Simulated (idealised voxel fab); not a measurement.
The following is a process module called voxel ribs on slabs.
The cross-section shown here is cut; it is 240 nm wide and divided into square cells measuring 5 nm on a side.
A cross-section in this document is a grid of square cells, and it is written down as bands, the top band listed before the ones below it; a band is made up of one or more rows of cells. The band entry comprises the height of the band's top followed by the height of its bottom, expressed in nm, and subsequently the band's materials from left to right, each stated together with its width in nm. Where a single material is marked with the word "edge to edge", that material fills the band from edge to edge. The word "air" represents empty space. Note: height 0 marks the level under which the wafer is uniformly one material as received. Lowest band unbounded below, written "from 0 down". Width "30..40": first value at the band's top row of cells, second value at its bottom row, equal change from row to row. Where the words "nothing altered" appear for a step, the cross-section shows no cell changed by that step; every cell remained as before. For the entry "Enclosed internal cavities", the listed items are empty spaces with no open way to the top whose size is 8 cells or more; each item follows the pattern width x height at distance, where distance is from the left edge and all three are in nm. Where a step's line continues beyond its settings, the continuation is a remark by the simulator itself on that step. overlay nm: how far to the right of its planned place the mask lay on this masked step (negative: to the left).

# Planned step list for the process
1: RECEIVE, material Si
2: DIRECTIONAL_DEP, material SiO2, thk nm 30
3: DIRECTIONAL_DEP, material SiN, thk nm 25
4: MASKED_ETCH, tone cover, mask id RIB, width nm 30, etch materials SiN, depth nm 20, overlay nm 0
5: PATTERN, tone cover, mask id SLAB, material resist, width nm 80, thk nm 20, overlay nm 0
6: DIRECTIONAL_ETCH, etch materials SiN, depth nm 5
7: STRIP, etch materials resist
8: FILL_DEP, material SiO2, thk nm 20
9: CMP, height nm 65
10: DIRECTIONAL_DEP, material TiN, thk nm 5
11: MASKED_ETCH, tone cover, mask id HEATER, width nm 40, etch materials TiN, depth nm 5, overlay nm 0
12: CONFORMAL_DEP, material SiO2, thk nm 10

# The following pertains to the first of two wafers, which was processed as planned

# As received (post step 1): cross-section
from 0 down = Si edge to edge
Enclosed internal cavities: none

# How the wafer stands in section after step 2
from 30 to 0 = SiO2 edge to edge
Under the height 0 nothing was changed.

# How the wafer stands in section after step 3
from 55 to 30 = SiN edge to edge
Under the height 30 nothing was changed.

# How the wafer stands in section after step 4
from 55 to 35 = air (105) / SiN (30) / air (105)
Under the height 35 nothing was changed.

# How the wafer stands in section after step 5
from 75 to 55 = air (80) / resist (80) / air (80)
from 55 to 35 = air (80) / resist (25) / SiN (30) / resist (25) / air (80)
Under the height 35 nothing was changed.

# How the wafer stands in section after step 6
from 75 to 55 = air (80) / resist (80) / air (80)
from 55 to 35 = air (80) / resist (25) / SiN (30) / resist (25) / air (80)
from 35 to 30 = air (80) / SiN (80) / air (80)
Under the height 30 nothing was changed.

# How the wafer stands in section after step 7
from 55 to 35 = air (105) / SiN (30) / air (105)
Under the height 35 nothing was changed.

# How the wafer stands in section after step 8
from 75 to 55 = SiO2 edge to edge
from 55 to 35 = SiO2 (105) / SiN (30) / SiO2 (105)
from 35 to 30 = SiO2 (80) / SiN (80) / SiO2 (80)
Under the height 30 nothing was changed.

# How the wafer stands in section after step 9
from 65 to 55 = SiO2 edge to edge
Under the height 55 nothing was changed.

# How the wafer stands in section after step 10
from 70 to 65 = TiN edge to edge
Under the height 65 nothing was changed.

# How the wafer stands in section after step 11
from 70 to 65 = air (100) / TiN (40) / air (100)
Under the height 65 nothing was changed.

# How the wafer stands in section after step 12
from 80 to 75 = air (90) / SiO2 (60) / air (90)
from 75 to 70 = SiO2 edge to edge
from 70 to 65 = SiO2 (100) / TiN (40) / SiO2 (100)
Under the height 65 nothing was changed.

# Second of two: same start, same plan, one run error; steps up to and including 3 match the first

# Cross-section of the second wafer at the time by which step 4 should have been completed according to the plan
from 55 to 35 = air (105) / SiN (35) / air (100)
Under the height 35 nothing was changed.

# Cross-section of the second wafer at the time by which step 5 should have been completed according to the plan
from 75 to 55 = air (80) / resist (80) / air (80)
from 55 to 35 = air (80) / resist (25) / SiN (35) / resist (20) / air (80)
Under the height 35 nothing was changed.

# Cross-section of the second wafer at the time by which step 6 should have been completed according to the plan
from 75 to 55 = air (80) / resist (80) / air (80)
from 55 to 35 = air (80) / resist (25) / SiN (35) / resist (20) / air (80)
from 35 to 30 = air (80) / SiN (80) / air (80)
Under the height 30 nothing was changed.

# Cross-section of the second wafer at the time by which step 7 should have been completed according to the plan
from 55 to 35 = air (105) / SiN (35) / air (100)
Under the height 35 nothing was changed.

# Cross-section of the second wafer at the time by which step 8 should have been completed according to the plan
from 75 to 55 = SiO2 edge to edge
from 55 to 35 = SiO2 (105) / SiN (35) / SiO2 (100)
from 35 to 30 = SiO2 (80) / SiN (80) / SiO2 (80)
Under the height 30 nothing was changed.

# Cross-section of the second wafer at the time by which step 9 should have been completed according to the plan
from 65 to 55 = SiO2 edge to edge
Under the height 55 nothing was changed.

# Cross-section of the second wafer at the time by which step 10 should have been completed according to the plan
from 70 to 65 = TiN edge to edge
Under the height 65 nothing was changed.

# Cross-section of the second wafer at the time by which step 11 should have been completed according to the plan
from 70 to 65 = air (100) / TiN (40) / air (100)
Under the height 65 nothing was changed.

# Cross-section of the second wafer at the time by which step 12 should have been completed according to the plan
from 80 to 75 = air (90) / SiO2 (60) / air (90)
from 75 to 70 = SiO2 edge to edge
from 70 to 65 = SiO2 (100) / TiN (40) / SiO2 (100)
Under the height 65 nothing was changed.
Deviation noted in wafer processing: step 4 did not use the planned setting and instead ran as MASKED_ETCH, tone cover, mask id RIB, width nm 35, etch materials SiN, depth nm 20, overlay nm 0
Heads up, by the end the second wafer has more or fewer cells of some materials compared to the first: 4 more of SiN | 4 fewer of SiO2
